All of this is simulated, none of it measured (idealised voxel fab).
process module | voxel released beams
cross-section cut | 255 nm wide | cells 5 nm
A cross-section is a grid of square cells, given in bands from the top down. A band is one or more rows of cells.
Each band's line starts with the height of the band's top and of its bottom, in nm. Then come its materials from left to right, each with its width in nm. One material with "throughout" fills the band from edge to edge. "air" is empty space.
Height 0 is the level under which the wafer as received is all one material. The lowest band goes on downwards, as in "0 down".
A width such as "30 to 40" changes by the same amount from each row of cells to the next, from the band's top row to its bottom row.
"no change" after a step means that no cell of the cross-section changed.
closed voids: empty space of 8 cells or more with no open way to the top, each as width x height at its distance from the left edge, in nm
after a step's settings: what the simulator itself notes on the step
overlay nm, on a step with a mask: how far to the right of its planned place the mask lay; to the left if negative
plan
1 op RECEIVE | material Si
2 op CONFORMAL_DEP | material SiN | thk nm 10
3 op DIRECTIONAL_DEP | material SiO2 | thk nm 10
4 op MASKED_ETCH | tone open | mask id ANCHOR | width nm 45 | etch materials SiO2 | depth nm 10 | overlay nm 0
5 op CONFORMAL_DEP | material TiN | thk nm 15
6 op MASKED_ETCH | tone cover | mask id BEAM | width nm 120 | etch materials TiN | depth nm 15 | overlay nm 0
7 op STRIP | etch materials SiO2
as received, after step 1
  0 down: Si throughout
  closed voids: none
first wafer at the end, as planned
  35 to 25: air 65 | TiN 20 | air 15 | TiN 85 | air 70
  25 to 20: air 65 | TiN 120 | air 70
  20 to 10: air 70 | TiN 45 | air 140
  10 to 0: SiN throughout
  0 down: Si throughout
  closed voids: none
second wafer at the end: like start, like plan, one mistake
  35 to 25: air 60 | TiN 25 | air 15 | TiN 80 | air 75
  25 to 20: air 60 | TiN 120 | air 75
  20 to 10: air 70 | TiN 45 | air 140
  10 to 0: SiN throughout
  0 down: Si throughout
  closed voids: none
what went wrong: step 6 ran as: op MASKED_ETCH | tone cover | mask id BEAM | width nm 120 | etch materials TiN | depth nm 15 | overlay nm -5
at the end the second wafer has, in cells: as many of each material as the first, in other places
